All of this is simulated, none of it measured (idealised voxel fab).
process module | voxel capacitor over wiring
cross-section cut | 225 nm wide | cells 5 nm
A cross-section is a grid of square cells, given in bands from the top down. A band is one or more rows of cells.
Each band's line starts with the height of the band's top and of its bottom, in nm. Then come its materials from left to right, each with its width in nm. One material with "throughout" fills the band from edge to edge. "air" is empty space.
Height 0 is the level under which the wafer as received is all one material. The lowest band goes on downwards, as in "0 down".
A width such as "30 to 40" changes by the same amount from each row of cells to the next, from the band's top row to its bottom row.
"no change" after a step means that no cell of the cross-section changed.
closed voids: empty space of 8 cells or more with no open way to the top, each as width x height at its distance from the left edge, in nm
after a step's settings: what the simulator itself notes on the step
overlay nm, on a step with a mask: how far to the right of its planned place the mask lay; to the left if negative
plan
1 op RECEIVE | material Si
2 op CONFORMAL_DEP | material SiO2 | thk nm 10
3 op DIRECTIONAL_DEP | material TiN | thk nm 5
4 op DIRECTIONAL_DEP | material W | thk nm 25
5 op DIRECTIONAL_DEP | material aC | thk nm 15
6 op PATTERN | tone cover | mask id METAL_1 | material resist | width nm 20 | pitch nm 90 | thk nm 30 | overlay nm 0
7 op DIRECTIONAL_ETCH | etch materials aC | depth nm 15
8 op STRIP | etch materials resist
9 op DIRECTIONAL_ETCH | etch materials W | depth nm 25
10 op DIRECTIONAL_ETCH | etch materials TiN | depth nm 5
11 op STRIP | etch materials aC
12 op FILL_DEP | material lowk | thk nm 5
13 op CMP | height nm 40
14 op CONFORMAL_DEP | material SiCN | thk nm 5
15 op DIRECTIONAL_DEP | material SiO2 | thk nm 15
16 op DIRECTIONAL_DEP | material aC | thk nm 15
17 op PATTERN | tone open | mask id PLUG_1 | material resist | width nm 15 | thk nm 35 | overlay nm 0
18 op DIRECTIONAL_ETCH | etch materials aC | depth nm 15
19 op STRIP | etch materials resist
20 op DIRECTIONAL_ETCH | etch materials SiO2 | depth nm 15
21 op DIRECTIONAL_ETCH | etch materials SiCN | depth nm 5
22 op STRIP | etch materials aC
23 op EPI | material Ru | thk nm 10
24 op EPI | material Ru | thk nm 10
25 op DIRECTIONAL_DEP | material TiN | thk nm 10
26 op DIRECTIONAL_DEP | material Al2O3 | thk nm 5
27 op DIRECTIONAL_DEP | material TiN | thk nm 5
28 op DIRECTIONAL_DEP | material aC | thk nm 15
29 op PATTERN | tone cover | mask id UPPER_PLATE | material resist | width nm 75 | thk nm 35 | overlay nm 0
30 op DIRECTIONAL_ETCH | etch materials aC | depth nm 15
31 op STRIP | etch materials resist
32 op DIRECTIONAL_ETCH | etch materials TiN | depth nm 5
33 op DIRECTIONAL_ETCH | etch materials Al2O3 | depth nm 5
34 op STRIP | etch materials aC
35 op PATTERN | tone cover | mask id LOWER_PLATE | material resist | width nm 85 | thk nm 15 | overlay nm 0
36 op DIRECTIONAL_ETCH | etch materials TiN | depth nm 10
37 op STRIP | etch materials resist
38 op FILL_DEP | material SiO2 | thk nm 15
39 op CMP | height nm 90
40 op MASKED_ETCH | tone open | mask id PLUG_2 | width nm 15 | etch materials SiO2 | depth nm 10 | overlay nm 0
41 op CONFORMAL_DEP | material TiN | thk nm 5
42 op FILL_DEP | material Ru | thk nm 5
43 op CMP | height nm 90
44 op CONFORMAL_DEP | material SiCN | thk nm 5
as received, after step 1
  0 down: Si throughout
  closed voids: none
a wafer at the end: this start, this plan, one mistake
  95 to 90: SiCN throughout
  90 to 85: SiO2 70 | TiN 5 | Ru 5 | TiN 5 | SiO2 140
  85 to 75: SiO2 70 to 75 | TiN 15 to 60 | SiO2 140 to 90
  75 to 70: SiO2 75 | Al2O3 60 | SiO2 90
  70 to 65: SiO2 55 | TiN 85 | SiO2 85
  65 to 60: SiO2 55 | TiN 5 | Al2O3 15 | TiN 65 | SiO2 85
  60 to 50: SiO2 60 | TiN 15 | SiO2 150
  50 to 45: SiO2 60 | Ru 15 | SiO2 150
  45 to 40: SiCN 60 | Ru 15 | SiCN 150
  40 to 15: lowk 55 | W 20 | lowk 70 | W 20 | lowk 60
  15 to 10: lowk 55 | TiN 20 | lowk 70 | TiN 20 | lowk 60
  10 to 0: SiO2 throughout
  0 down: Si throughout
  closed voids: none
what went wrong: one of the steps 23 and 24, which are alike, was left out
